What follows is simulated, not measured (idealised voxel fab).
Module name: voxel wiring stack (process module)
FYI the section here is cut, 240 nm wide, cells are 5 nm squares.
For the purposes of this document, a cross-section shall be understood as a grid of square cells, specified as bands listed in top-to-bottom order, each band consisting of one or more rows of cells. Band entry format. Leading values: height of top, height of bottom, nm. Remainder: materials in left-to-right order, each with its width in nm. Special words: "all across" on a single material, which then fills the band edge to edge; "air", empty space. Convention: height 0 is the level below which the wafer, as received, is all one material. The lowest band does not terminate at the bottom but continues downward, represented as "0 down". You'd read "30..40" like this: the band's top row of cells is as wide as the first number, its bottom row is as wide as the second, and going down, every row changes width by the same amount as the row before did. A step reported as "nothing altered" is a step in which no cell of the cross-section changed. Voids not open to the top, 8 cells minimum: see "Enclosed void listing". Written width x height at distance; distance is from the left edge; nm. Step line, after settings: the simulator's comment on this step. Each step line may optionally specify "overlay nm", which for a step with a mask gives the rightward distance between the mask's planned place and where it lay, a negative value indicating the leftward direction.
# plan
step 1: RECEIVE with material Si
step 2: CONFORMAL_DEP with material SiO2, thk nm 10
step 3: DIRECTIONAL_DEP with material TiN, thk nm 5
step 4: DIRECTIONAL_DEP with material Ru, thk nm 15
step 5: PATTERN with tone cover, mask id METAL_1, material resist, width nm 20, pitch nm 45, thk nm 20, overlay nm 0
step 6: DIRECTIONAL_ETCH with etch materials Ru, depth nm 15
step 7: DIRECTIONAL_ETCH with etch materials TiN, depth nm 5
step 8: STRIP with etch materials resist
step 9: FILL_DEP with material SiO2, thk nm 10
step 10: CMP with height nm 30
step 11: CONFORMAL_DEP with material SiCN, thk nm 5
step 12: DIRECTIONAL_DEP with material SiO2, thk nm 25
step 13: PATTERN with tone open, mask id METAL_2_HOLES, material resist, width nm 15, pitch nm 45, thk nm 20, overlay nm 0
step 14: DIRECTIONAL_ETCH with etch materials SiO2, depth nm 25
step 15: STRIP with etch materials resist
step 16: DIRECTIONAL_DEP with material aC, thk nm 15
step 17: PATTERN with tone open, mask id METAL_2, material resist, width nm 20, pitch nm 45, thk nm 35, overlay nm 0
step 18: DIRECTIONAL_ETCH with etch materials aC, depth nm 15
step 19: STRIP with etch materials resist
step 20: DIRECTIONAL_ETCH with etch materials SiO2, depth nm 15
step 21: DIRECTIONAL_ETCH with etch materials SiCN, depth nm 5
step 22: STRIP with etch materials aC
step 23: CONFORMAL_DEP with material TiN, thk nm 5
step 24: FILL_DEP with material Cu, thk nm 10
step 25: CMP with height nm 60
step 26: CONFORMAL_DEP with material SiCN, thk nm 5
step 27: DIRECTIONAL_DEP with material SiO2, thk nm 15
step 28: DIRECTIONAL_DEP with material aC, thk nm 10
step 29: PATTERN with tone open, mask id PLUG_2, material resist, width nm 15, pitch nm 90, thk nm 25, overlay nm 0
step 30: DIRECTIONAL_ETCH with etch materials aC, depth nm 10
step 31: STRIP with etch materials resist
step 32: DIRECTIONAL_ETCH with etch materials SiO2, depth nm 15
step 33: DIRECTIONAL_ETCH with etch materials SiCN, depth nm 5
step 34: STRIP with etch materials aC
step 35: CONFORMAL_DEP with material TiN, thk nm 5
step 36: FILL_DEP with material Ru, thk nm 10
step 37: CMP with height nm 80
step 38: CONFORMAL_DEP with material SiN, thk nm 5
step 39: DIRECTIONAL_DEP with material SiO2, thk nm 15
step 40: PATTERN with tone open, mask id METAL_3, material resist, width nm 20, pitch nm 45, thk nm 20, overlay nm 0
step 41: DIRECTIONAL_ETCH with etch materials SiO2, depth nm 15
step 42: DIRECTIONAL_ETCH with etch materials SiN, depth nm 5
step 43: STRIP with etch materials resist
step 44: CONFORMAL_DEP with material TiN, thk nm 5
step 45: FILL_DEP with material Ru, thk nm 10
step 46: CMP with height nm 100
step 47: EPI with material Ru, thk nm 5
step 48: FILL_DEP with material SiCN, thk nm 5
varied across the wafers: width nm of step 29. The plan shows the first wafer's value. All wafers start alike
# The first of several wafers as received, shown in cross-section; this is its state after step 1
> 0 down  Si all across
> Enclosed void listing: none
# Cross-sectional representation of the first of several wafers at the end of the module, i.e. after its terminal step, step 48
> 110 to 105  SiCN all across
> 105 to 100  SiCN=35 / Ru=30 / SiCN=15 / Ru=30 / SiCN=15 / Ru=30 / SiCN=15 / Ru=30 / SiCN=40
> 100 to 85  SiO2=40 / TiN=5 / Ru=10 / TiN=5 / SiO2=25 / TiN=5 / Ru=10 / TiN=5 / SiO2=25 / TiN=5 / Ru=10 / TiN=5 / SiO2=25 / TiN=5 / Ru=10 / TiN=5 / SiO2=45
> 85 to 80  SiN=40 / TiN=20 / SiN=25 / TiN=20 / SiN=25 / TiN=20 / SiN=25 / TiN=20 / SiN=45
> 80 to 65  SiO2=40 / TiN=5 / Ru=5 / TiN=5 / SiO2=75 / TiN=5 / Ru=5 / TiN=5 / SiO2=95
> 65 to 60  SiCN=40 / TiN=15 / SiCN=75 / TiN=15 / SiCN=95
> 60 to 50  SiO2=40 / TiN=5 / Cu=10 / TiN=5 / SiO2=25 / TiN=5 / Cu=10 / TiN=5 / SiO2=25 / TiN=5 / Cu=10 / TiN=5 / SiO2=25 / TiN=5 / Cu=10 / TiN=5 / SiO2=45
> 50 to 45  SiO2=40 / TiN=5 / Cu=5 / TiN=10 / SiO2=25 / TiN=5 / Cu=5 / TiN=10 / SiO2=25 / TiN=5 / Cu=5 / TiN=10 / SiO2=25 / TiN=5 / Cu=5 / TiN=10 / SiO2=45
> 45 to 35  SiO2=40 / TiN=5 / Cu=5 / TiN=5 / SiO2=30 / TiN=5 / Cu=5 / TiN=5 / SiO2=30 / TiN=5 / Cu=5 / TiN=5 / SiO2=30 / TiN=5 / Cu=5 / TiN=5 / SiO2=50
> 35 to 30  SiCN=40 / TiN=15 / SiCN=30 / TiN=15 / SiCN=30 / TiN=15 / SiCN=30 / TiN=15 / SiCN=50
> 30 to 15  SiO2=40 / Ru=20 / SiO2=25 / Ru=20 / SiO2=25 / Ru=20 / SiO2=25 / Ru=20 / SiO2=45
> 15 to 10  SiO2=40 / TiN=20 / SiO2=25 / TiN=20 / SiO2=25 / TiN=20 / SiO2=25 / TiN=20 / SiO2=45
> 10 to 0  SiO2 all across
> 0 down  Si all across
> Enclosed void listing: none
# End of module, last wafer sectioned
> 110 to 105  SiCN all across
> 105 to 100  SiCN=35 / Ru=30 / SiCN=15 / Ru=30 / SiCN=15 / Ru=30 / SiCN=15 / Ru=30 / SiCN=40
> 100 to 85  SiO2=40 / TiN=5 / Ru=10 / TiN=5 / SiO2=25 / TiN=5 / Ru=10 / TiN=5 / SiO2=25 / TiN=5 / Ru=10 / TiN=5 / SiO2=25 / TiN=5 / Ru=10 / TiN=5 / SiO2=45
> 85 to 80  SiN=40 / TiN=20 / SiN=25 / TiN=20 / SiN=25 / TiN=20 / SiN=25 / TiN=20 / SiN=45
> 80 to 65  SiO2=35 / TiN=5 / Ru=20 / TiN=5 / SiO2=60 / TiN=5 / Ru=20 / TiN=5 / SiO2=85
> 65 to 60  SiCN=35 / TiN=30 / SiCN=60 / TiN=30 / SiCN=85
> 60 to 50  SiO2=40 / TiN=5 / Cu=10 / TiN=5 / SiO2=25 / TiN=5 / Cu=10 / TiN=5 / SiO2=25 / TiN=5 / Cu=10 / TiN=5 / SiO2=25 / TiN=5 / Cu=10 / TiN=5 / SiO2=45
> 50 to 45  SiO2=40 / TiN=5 / Cu=5 / TiN=10 / SiO2=25 / TiN=5 / Cu=5 / TiN=10 / SiO2=25 / TiN=5 / Cu=5 / TiN=10 / SiO2=25 / TiN=5 / Cu=5 / TiN=10 / SiO2=45
> 45 to 35  SiO2=40 / TiN=5 / Cu=5 / TiN=5 / SiO2=30 / TiN=5 / Cu=5 / TiN=5 / SiO2=30 / TiN=5 / Cu=5 / TiN=5 / SiO2=30 / TiN=5 / Cu=5 / TiN=5 / SiO2=50
> 35 to 30  SiCN=40 / TiN=15 / SiCN=30 / TiN=15 / SiCN=30 / TiN=15 / SiCN=30 / TiN=15 / SiCN=50
> 30 to 15  SiO2=40 / Ru=20 / SiO2=25 / Ru=20 / SiO2=25 / Ru=20 / SiO2=25 / Ru=20 / SiO2=45
> 15 to 10  SiO2=40 / TiN=20 / SiO2=25 / TiN=20 / SiO2=25 / TiN=20 / SiO2=25 / TiN=20 / SiO2=45
> 10 to 0  SiO2 all across
> 0 down  Si all across
> Enclosed void listing: none
# Per wafer (row), end of module: delta in cells per material since receipt, (+) for gained, (-) for lost; closed voids after that
width nm 15 | +28 Cu | +102 Ru | +150 SiCN | +32 SiN | +614 SiO2 | +130 TiN | Enclosed void listing: none
width nm 20 | +28 Cu | +108 Ru | +148 SiCN | +32 SiN | +608 SiO2 | +132 TiN | Enclosed void listing: none
width nm 25 | +28 Cu | +114 Ru | +146 SiCN | +32 SiN | +602 SiO2 | +134 TiN | Enclosed void listing: none
width nm 30 | +28 Cu | +120 Ru | +144 SiCN | +32 SiN | +596 SiO2 | +136 TiN | Enclosed void listing: none
